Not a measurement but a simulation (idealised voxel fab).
Presented below is a process module, voxel capacitor over wiring.
240 nm wide, 5 nm square cells: that's cross-section cut.
When this document writes out a cross-section, it uses a grid of square cells and lists it as bands, beginning at the top and moving down, with a band standing for one or more rows of cells. First you get the band's top height and its bottom height, in nm, and then the materials it's made of, left to right, with each width in nm. If you see a single material with "everywhere", that one covers the band edge to edge. "empty" is empty space. Zero point of the height axis is 0; under it, received wafer = one material. Lowest band: continues down indefinitely, "0..down". The two numbers in a width such as "30..40" mark its ends across the band: the first belongs to the top row of cells, the second to the bottom row, and from each row to the next the width moves by the same amount. What does "nothing was modified" mean for a step? It means no cell of the cross-section changed in that step. "Closed cavity list" specifies each empty space that is not open to the top and that occupies no fewer than 8 cells, using the form width x height at distance, the distance measured from the left edge and all three quantities in nm. Note: text after step settings on the step line = simulator remark on that step. overlay nm: step with mask; distance mask lay right of planned place; negative value = left of planned place.

-- The steps planned for the process are as follows
| 1 | op RECEIVE | material Si |
| 2 | op CONFORMAL_DEP | material SiO2 | thk nm 15 |
| 3 | op DIRECTIONAL_DEP | material TiN | thk nm 5 |
| 4 | op DIRECTIONAL_DEP | material W | thk nm 25 |
| 5 | op PATTERN | tone cover | mask id METAL_1 | material resist | width nm 25 | pitch nm 90 | thk nm 20 | overlay nm 0 |
| 6 | op DIRECTIONAL_ETCH | etch materials W | depth nm 25 |
| 7 | op DIRECTIONAL_ETCH | etch materials TiN | depth nm 5 |
| 8 | op STRIP | etch materials resist |
| 9 | op CONFORMAL_DEP | material SiN | thk nm 5 |
| 10 | op FILL_DEP | material lowk | thk nm 5 |
| 11 | op CMP | height nm 45 |
| 12 | op CONFORMAL_DEP | material SiCN | thk nm 5 |
| 13 | op DIRECTIONAL_DEP | material SiO2 | thk nm 15 |
| 14 | op DIRECTIONAL_DEP | material aC | thk nm 15 |
| 15 | op PATTERN | tone open | mask id PLUG_1 | material resist | width nm 15 | thk nm 30 | overlay nm 0 |
| 16 | op DIRECTIONAL_ETCH | etch materials aC | depth nm 15 |
| 17 | op STRIP | etch materials resist |
| 18 | op DIRECTIONAL_ETCH | etch materials SiO2 | depth nm 15 |
| 19 | op DIRECTIONAL_ETCH | etch materials SiCN | depth nm 5 |
| 20 | op STRIP | etch materials aC |
| 21 | op CONFORMAL_DEP | material TiN | thk nm 5 |
| 22 | op FILL_DEP | material Ru | thk nm 10 |
| 23 | op CMP | height nm 65 |
| 24 | op DIRECTIONAL_DEP | material TiN | thk nm 5 |
| 25 | op DIRECTIONAL_DEP | material Al2O3 | thk nm 5 |
| 26 | op DIRECTIONAL_DEP | material TiN | thk nm 5 |
| 27 | op DIRECTIONAL_DEP | material aC | thk nm 10 |
| 28 | op PATTERN | tone cover | mask id UPPER_PLATE | material resist | width nm 70 | thk nm 25 | overlay nm 0 |
| 29 | op DIRECTIONAL_ETCH | etch materials aC | depth nm 10 |
| 30 | op STRIP | etch materials resist |
| 31 | op DIRECTIONAL_ETCH | etch materials TiN | depth nm 5 |
| 32 | op DIRECTIONAL_ETCH | etch materials Al2O3 | depth nm 5 |
| 33 | op STRIP | etch materials aC |
| 34 | op PATTERN | tone cover | mask id LOWER_PLATE | material resist | width nm 80 | thk nm 15 | overlay nm 0 |
| 35 | op DIRECTIONAL_ETCH | etch materials TiN | depth nm 5 |
| 36 | op STRIP | etch materials resist |
| 37 | op FILL_DEP | material SiO2 | thk nm 15 |
| 38 | op CMP | height nm 90 |
| 39 | op PATTERN | tone open | mask id PLUG_2 | material resist | width nm 15 | thk nm 15 | overlay nm 0 |
| 40 | op DIRECTIONAL_ETCH | etch materials SiO2 | depth nm 10 |
| 41 | op STRIP | etch materials resist |
| 42 | op CONFORMAL_DEP | material TiN | thk nm 5 |
| 43 | op FILL_DEP | material Ru | thk nm 5 |
| 44 | op CMP | height nm 90 |
| 45 | op CONFORMAL_DEP | material SiN | thk nm 5 |

-- Concerning the first of two wafers, which was run in accordance with the plan

-- The cross-section here shows the wafer as received, i.e. in its state after step 1
    0..down | Si everywhere
    Closed cavity list: none

-- Step 2 complete: cross-section through the wafer
    15..0 | SiO2 everywhere
    Under the height 0 nothing was changed.

-- Step 3 complete: cross-section through the wafer
    20..15 | TiN everywhere
    Under the height 15 nothing was changed.

-- Step 4 complete: cross-section through the wafer
    45..20 | W everywhere
    Under the height 20 nothing was changed.

-- Step 5 complete: cross-section through the wafer
    65..45 | empty 60 nm  resist 25 nm  empty 65 nm  resist 25 nm  empty 65 nm
    Under the height 45 nothing was changed.

-- Step 6 complete: cross-section through the wafer
    65..45 | empty 60 nm  resist 25 nm  empty 65 nm  resist 25 nm  empty 65 nm
    45..20 | empty 60 nm  W 25 nm  empty 65 nm  W 25 nm  empty 65 nm
    Under the height 20 nothing was changed.

-- Step 7 complete: cross-section through the wafer
    65..45 | empty 60 nm  resist 25 nm  empty 65 nm  resist 25 nm  empty 65 nm
    45..20 | empty 60 nm  W 25 nm  empty 65 nm  W 25 nm  empty 65 nm
    20..15 | empty 60 nm  TiN 25 nm  empty 65 nm  TiN 25 nm  empty 65 nm
    Under the height 15 nothing was changed.

-- Step 8 complete: cross-section through the wafer
    45..20 | empty 60 nm  W 25 nm  empty 65 nm  W 25 nm  empty 65 nm
    Under the height 20 nothing was changed.

-- Step 9 complete: cross-section through the wafer
    50..45 | empty 55 nm  SiN 35 nm  empty 55 nm  SiN 35 nm  empty 60 nm
    45..20 | empty 55 nm  SiN 5 nm  W 25 nm  SiN 5 nm  empty 55 nm  SiN 5 nm  W 25 nm  SiN 5 nm  empty 60 nm
    20..15 | SiN 60 nm  TiN 25 nm  SiN 65 nm  TiN 25 nm  SiN 65 nm
    Under the height 15 nothing was changed.

-- Step 10 complete: cross-section through the wafer
    55..50 | lowk everywhere
    50..45 | lowk 55 nm  SiN 35 nm  lowk 55 nm  SiN 35 nm  lowk 60 nm
    45..20 | lowk 55 nm  SiN 5 nm  W 25 nm  SiN 5 nm  lowk 55 nm  SiN 5 nm  W 25 nm  SiN 5 nm  lowk 60 nm
    Under the height 20 nothing was changed.

-- Step 11 complete: cross-section through the wafer
    45..20 | lowk 55 nm  SiN 5 nm  W 25 nm  SiN 5 nm  lowk 55 nm  SiN 5 nm  W 25 nm  SiN 5 nm  lowk 60 nm
    Under the height 20 nothing was changed.

-- Step 12 complete: cross-section through the wafer
    50..45 | SiCN everywhere
    Under the height 45 nothing was changed.

-- Step 13 complete: cross-section through the wafer
    65..50 | SiO2 everywhere
    Under the height 50 nothing was changed.

-- Step 14 complete: cross-section through the wafer
    80..65 | aC everywhere
    Under the height 65 nothing was changed.

-- Step 15 complete: cross-section through the wafer
    110..80 | resist 70 nm  empty 15 nm  resist 155 nm
    Under the height 80 nothing was changed.

-- Step 16 complete: cross-section through the wafer
    95..80 | resist 70 nm  empty 15 nm  resist 155 nm
    80..65 | aC 70 nm  empty 15 nm  aC 155 nm
    Under the height 65 nothing was changed.

-- Step 17 complete: cross-section through the wafer
    80..65 | aC 70 nm  empty 15 nm  aC 155 nm
    Under the height 65 nothing was changed.

-- Step 18 complete: cross-section through the wafer
    80..65 | aC 70 nm  empty 15 nm  aC 155 nm
    65..50 | SiO2 70 nm  empty 15 nm  SiO2 155 nm
    Under the height 50 nothing was changed.

-- Step 19 complete: cross-section through the wafer
    80..65 | aC 70 nm  empty 15 nm  aC 155 nm
    65..50 | SiO2 70 nm  empty 15 nm  SiO2 155 nm
    50..45 | SiCN 70 nm  empty 15 nm  SiCN 155 nm
    Under the height 45 nothing was changed.

-- Step 20 complete: cross-section through the wafer
    65..50 | SiO2 70 nm  empty 15 nm  SiO2 155 nm
    Under the height 50 nothing was changed.

-- Step 21 complete: cross-section through the wafer
    70..65 | TiN 75 nm  empty 5 nm  TiN 160 nm
    65..50 | SiO2 70 nm  TiN 5 nm  empty 5 nm  TiN 5 nm  SiO2 155 nm
    50..45 | SiCN 70 nm  TiN 15 nm  SiCN 155 nm
    Under the height 45 nothing was changed.

-- Step 22 complete: cross-section through the wafer
    80..70 | Ru everywhere
    70..65 | TiN 75 nm  Ru 5 nm  TiN 160 nm
    65..50 | SiO2 70 nm  TiN 5 nm  Ru 5 nm  TiN 5 nm  SiO2 155 nm
    Under the height 50 nothing was changed.

-- Step 23 complete: cross-section through the wafer
    65..50 | SiO2 70 nm  TiN 5 nm  Ru 5 nm  TiN 5 nm  SiO2 155 nm
    Under the height 50 nothing was changed.

-- Step 24 complete: cross-section through the wafer
    70..65 | TiN everywhere
    Under the height 65 nothing was changed.

-- Step 25 complete: cross-section through the wafer
    75..70 | Al2O3 everywhere
    Under the height 70 nothing was changed.

-- Step 26 complete: cross-section through the wafer
    80..75 | TiN everywhere
    Under the height 75 nothing was changed.

-- Step 27 complete: cross-section through the wafer
    90..80 | aC everywhere
    Under the height 80 nothing was changed.

-- Step 28 complete: cross-section through the wafer
    115..90 | empty 70 nm  resist 70 nm  empty 100 nm
    Under the height 90 nothing was changed.

-- Step 29 complete: cross-section through the wafer
    105..90 | empty 70 nm  resist 70 nm  empty 100 nm
    90..80 | empty 70 nm  aC 70 nm  empty 100 nm
    Under the height 80 nothing was changed.

-- Step 30 complete: cross-section through the wafer
    90..80 | empty 70 nm  aC 70 nm  empty 100 nm
    Under the height 80 nothing was changed.

-- Step 31 complete: cross-section through the wafer
    90..80 | empty 70 nm  aC 70 nm  empty 100 nm
    80..75 | empty 70 nm  TiN 70 nm  empty 100 nm
    Under the height 75 nothing was changed.

-- Step 32 complete: cross-section through the wafer
    90..80 | empty 70 nm  aC 70 nm  empty 100 nm
    80..75 | empty 70 nm  TiN 70 nm  empty 100 nm
    75..70 | empty 70 nm  Al2O3 70 nm  empty 100 nm
    Under the height 70 nothing was changed.

-- Step 33 complete: cross-section through the wafer
    80..75 | empty 70 nm  TiN 70 nm  empty 100 nm
    Under the height 75 nothing was changed.

-- Step 34 complete: cross-section through the wafer
    95..80 | empty 65 nm  resist 80 nm  empty 95 nm
    80..75 | empty 65 nm  resist 5 nm  TiN 70 nm  resist 5 nm  empty 95 nm
    75..70 | empty 65 nm  resist 5 nm  Al2O3 70 nm  resist 5 nm  empty 95 nm
    Under the height 70 nothing was changed.

-- Step 35 complete: cross-section through the wafer
    95..80 | empty 65 nm  resist 80 nm  empty 95 nm
    80..75 | empty 65 nm  resist 5 nm  TiN 70 nm  resist 5 nm  empty 95 nm
    75..70 | empty 65 nm  resist 5 nm  Al2O3 70 nm  resist 5 nm  empty 95 nm
    70..65 | empty 65 nm  TiN 80 nm  empty 95 nm
    Under the height 65 nothing was changed.

-- Step 36 complete: cross-section through the wafer
    80..75 | empty 70 nm  TiN 70 nm  empty 100 nm
    75..70 | empty 70 nm  Al2O3 70 nm  empty 100 nm
    Under the height 70 nothing was changed.

-- Step 37 complete: cross-section through the wafer
    95..80 | SiO2 everywhere
    80..75 | SiO2 70 nm  TiN 70 nm  SiO2 100 nm
    75..70 | SiO2 70 nm  Al2O3 70 nm  SiO2 100 nm
    70..65 | SiO2 65 nm  TiN 80 nm  SiO2 95 nm
    Under the height 65 nothing was changed.

-- Step 38 complete: cross-section through the wafer
    90..80 | SiO2 everywhere
    Under the height 80 nothing was changed.

-- Step 39 complete: cross-section through the wafer
    105..90 | resist 80 nm  empty 15 nm  resist 145 nm
    Under the height 90 nothing was changed.

-- Step 40 complete: cross-section through the wafer
    105..90 | resist 80 nm  empty 15 nm  resist 145 nm
    90..80 | SiO2 80 nm  empty 15 nm  SiO2 145 nm
    Under the height 80 nothing was changed.

-- Step 41 complete: cross-section through the wafer
    90..80 | SiO2 80 nm  empty 15 nm  SiO2 145 nm
    Under the height 80 nothing was changed.

-- Step 42 complete: cross-section through the wafer
    95..90 | TiN 85 nm  empty 5 nm  TiN 150 nm
    90..85 | SiO2 80 nm  TiN 5 nm  empty 5 nm  TiN 5 nm  SiO2 145 nm
    85..75 | SiO2 80..70 nm  TiN 15..70 nm  SiO2 145..100 nm
    Under the height 75 nothing was changed.

-- Step 43 complete: cross-section through the wafer
    100..95 | Ru everywhere
    95..90 | TiN 85 nm  Ru 5 nm  TiN 150 nm
    90..85 | SiO2 80 nm  TiN 5 nm  Ru 5 nm  TiN 5 nm  SiO2 145 nm
    Under the height 85 nothing was changed.

-- Step 44 complete: cross-section through the wafer
    90..85 | SiO2 80 nm  TiN 5 nm  Ru 5 nm  TiN 5 nm  SiO2 145 nm
    Under the height 85 nothing was changed.

-- Step 45 complete: cross-section through the wafer
    95..90 | SiN everywhere
    Under the height 90 nothing was changed.

-- What follows concerns the second wafer, which started out like the first and was meant to follow the very same plan; one mistake crept in when it was run, but everything up to and including step 11 is the same as for the first wafer

-- X-section, second wafer, when step 12 was due to finish
    60..45 | SiO2 everywhere
    Under the height 45 nothing was changed.

-- X-section, second wafer, when step 13 was due to finish
    65..60 | SiCN everywhere
    Under the height 60 nothing was changed.

-- X-section, second wafer, when step 14 was due to finish
    80..65 | aC everywhere
    Under the height 65 nothing was changed.

-- X-section, second wafer, when step 15 was due to finish
    110..80 | resist 70 nm  empty 15 nm  resist 155 nm
    Under the height 80 nothing was changed.

-- X-section, second wafer, when step 16 was due to finish
    95..80 | resist 70 nm  empty 15 nm  resist 155 nm
    80..65 | aC 70 nm  empty 15 nm  aC 155 nm
    Under the height 65 nothing was changed.

-- X-section, second wafer, when step 17 was due to finish
    80..65 | aC 70 nm  empty 15 nm  aC 155 nm
    Under the height 65 nothing was changed.

X-section, second wafer, when step 18 was due to finish: nothing was modified

-- X-section, second wafer, when step 19 was due to finish
    80..65 | aC 70 nm  empty 15 nm  aC 155 nm
    65..60 | SiCN 70 nm  empty 15 nm  SiCN 155 nm
    Under the height 60 nothing was changed.

-- X-section, second wafer, when step 20 was due to finish
    65..60 | SiCN 70 nm  empty 15 nm  SiCN 155 nm
    Under the height 60 nothing was changed.

-- X-section, second wafer, when step 21 was due to finish
    70..65 | TiN 75 nm  empty 5 nm  TiN 160 nm
    65..60 | SiCN 70 nm  TiN 15 nm  SiCN 155 nm
    Under the height 60 nothing was changed.

-- X-section, second wafer, when step 22 was due to finish
    80..70 | Ru everywhere
    70..65 | TiN 75 nm  Ru 5 nm  TiN 160 nm
    Under the height 65 nothing was changed.

-- X-section, second wafer, when step 23 was due to finish
    65..60 | SiCN 70 nm  TiN 15 nm  SiCN 155 nm
    Under the height 60 nothing was changed.

-- X-section, second wafer, when step 24 was due to finish
    70..65 | TiN everywhere
    Under the height 65 nothing was changed.

-- X-section, second wafer, when step 25 was due to finish
    75..70 | Al2O3 everywhere
    Under the height 70 nothing was changed.

-- X-section, second wafer, when step 26 was due to finish
    80..75 | TiN everywhere
    Under the height 75 nothing was changed.

-- X-section, second wafer, when step 27 was due to finish
    90..80 | aC everywhere
    Under the height 80 nothing was changed.

-- X-section, second wafer, when step 28 was due to finish
    115..90 | empty 70 nm  resist 70 nm  empty 100 nm
    Under the height 90 nothing was changed.

-- X-section, second wafer, when step 29 was due to finish
    105..90 | empty 70 nm  resist 70 nm  empty 100 nm
    90..80 | empty 70 nm  aC 70 nm  empty 100 nm
    Under the height 80 nothing was changed.

-- X-section, second wafer, when step 30 was due to finish
    90..80 | empty 70 nm  aC 70 nm  empty 100 nm
    Under the height 80 nothing was changed.

-- X-section, second wafer, when step 31 was due to finish
    90..80 | empty 70 nm  aC 70 nm  empty 100 nm
    80..75 | empty 70 nm  TiN 70 nm  empty 100 nm
    Under the height 75 nothing was changed.

-- X-section, second wafer, when step 32 was due to finish
    90..80 | empty 70 nm  aC 70 nm  empty 100 nm
    80..75 | empty 70 nm  TiN 70 nm  empty 100 nm
    75..70 | empty 70 nm  Al2O3 70 nm  empty 100 nm
    Under the height 70 nothing was changed.

-- X-section, second wafer, when step 33 was due to finish
    80..75 | empty 70 nm  TiN 70 nm  empty 100 nm
    Under the height 75 nothing was changed.

-- X-section, second wafer, when step 34 was due to finish
    95..80 | empty 65 nm  resist 80 nm  empty 95 nm
    80..75 | empty 65 nm  resist 5 nm  TiN 70 nm  resist 5 nm  empty 95 nm
    75..70 | empty 65 nm  resist 5 nm  Al2O3 70 nm  resist 5 nm  empty 95 nm
    Under the height 70 nothing was changed.

-- X-section, second wafer, when step 35 was due to finish
    95..80 | empty 65 nm  resist 80 nm  empty 95 nm
    80..75 | empty 65 nm  resist 5 nm  TiN 70 nm  resist 5 nm  empty 95 nm
    75..70 | empty 65 nm  resist 5 nm  Al2O3 70 nm  resist 5 nm  empty 95 nm
    70..65 | empty 65 nm  TiN 80 nm  empty 95 nm
    Under the height 65 nothing was changed.

-- X-section, second wafer, when step 36 was due to finish
    80..75 | empty 70 nm  TiN 70 nm  empty 100 nm
    75..70 | empty 70 nm  Al2O3 70 nm  empty 100 nm
    Under the height 70 nothing was changed.

-- X-section, second wafer, when step 37 was due to finish
    95..80 | SiO2 everywhere
    80..75 | SiO2 70 nm  TiN 70 nm  SiO2 100 nm
    75..70 | SiO2 70 nm  Al2O3 70 nm  SiO2 100 nm
    70..65 | SiO2 65 nm  TiN 80 nm  SiO2 95 nm
    Under the height 65 nothing was changed.

-- X-section, second wafer, when step 38 was due to finish
    90..80 | SiO2 everywhere
    Under the height 80 nothing was changed.

-- X-section, second wafer, when step 39 was due to finish
    105..90 | resist 80 nm  empty 15 nm  resist 145 nm
    Under the height 90 nothing was changed.

-- X-section, second wafer, when step 40 was due to finish
    105..90 | resist 80 nm  empty 15 nm  resist 145 nm
    90..80 | SiO2 80 nm  empty 15 nm  SiO2 145 nm
    Under the height 80 nothing was changed.

-- X-section, second wafer, when step 41 was due to finish
    90..80 | SiO2 80 nm  empty 15 nm  SiO2 145 nm
    Under the height 80 nothing was changed.

-- X-section, second wafer, when step 42 was due to finish
    95..90 | TiN 85 nm  empty 5 nm  TiN 150 nm
    90..85 | SiO2 80 nm  TiN 5 nm  empty 5 nm  TiN 5 nm  SiO2 145 nm
    85..75 | SiO2 80..70 nm  TiN 15..70 nm  SiO2 145..100 nm
    Under the height 75 nothing was changed.

-- X-section, second wafer, when step 43 was due to finish
    100..95 | Ru everywhere
    95..90 | TiN 85 nm  Ru 5 nm  TiN 150 nm
    90..85 | SiO2 80 nm  TiN 5 nm  Ru 5 nm  TiN 5 nm  SiO2 145 nm
    Under the height 85 nothing was changed.

-- X-section, second wafer, when step 44 was due to finish
    90..85 | SiO2 80 nm  TiN 5 nm  Ru 5 nm  TiN 5 nm  SiO2 145 nm
    Under the height 85 nothing was changed.

-- X-section, second wafer, when step 45 was due to finish
    95..90 | SiN everywhere
    Under the height 90 nothing was changed.
Nonconformance to the process plan: steps 12 and 13: order swapped relative to plan
End check, counted in cells, second wafer has more or fewer of these materials than the first: 3 fewer of Ru, 9 more of SiO2, 6 fewer of TiN
